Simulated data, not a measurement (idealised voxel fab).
The document below concerns the process module designated voxel local oxidation.
FYI the section here is cut, 175 nm wide, cells are 5 nm squares.
When this document writes out a cross-section, it uses a grid of square cells and lists it as bands, beginning at the top and moving down, with a band standing for one or more rows of cells. The band entry comprises the height of the band's top followed by the height of its bottom, expressed in nm, and subsequently the band's materials from left to right, each stated together with its width in nm. Where a single material is marked with the word "edge to edge", that material fills the band from edge to edge. The word "blank" represents empty space. Convention: height 0 is the level below which the wafer, as received, is all one material. The lowest band does not terminate at the bottom but continues downward, represented as "0 down". It should be noted that a width expressed as "30..40" varies in equal increments from row to row of cells within the band, taking the value of the first number at the top row and that of the second number at the bottom row. It should be understood that the words "remained unchanged", when stated for a given step, signify that the cross-section underwent no change in any of its cells during that step. Heads up: "Sealed void list" only lists the empty pockets with no open path to the top that are 8 cells or more, and it writes them as width x height at distance, distance from the left edge, in nm. Anything after a step's settings on that line? It's the simulator's own note about the step. "overlay nm" answers the question of how far to the right of plan the mask lay on a step that has a mask, and when it is negative the answer is to the left.
-- The process steps that were planned are listed below
1 RECEIVE,material Si
2 OXIDIZE,depth nm 5
3 CONFORMAL_DEP,material SiN,thk nm 15
4 PATTERN,tone cover,mask id ACTIVE,material resist,width nm 105,thk nm 15,overlay nm 0
5 DIRECTIONAL_ETCH,etch materials SiN,depth nm 15
6 STRIP,etch materials resist
7 SELECTIVE_ETCH,etch materials SiO2,depth nm 5
8 OXIDIZE,depth nm 10
9 STRIP,etch materials SiN
-- Received-state cross-section, reflecting completion of step 1
    0 down: Si edge to edge
    Sealed void list: none
-- Same starting wafer, same plan as above, one mistake in the execution; this is the cross-section at the end of the module
    0 to -5: blank 40 nm  SiO2 95 nm  blank 40 nm
    -5 to -10: SiO2 edge to edge
    -10 down: Si edge to edge
    Sealed void list: none
Finding, execution versus plan: rather than as planned, step 2 actually ran as OXIDIZE,depth nm 10
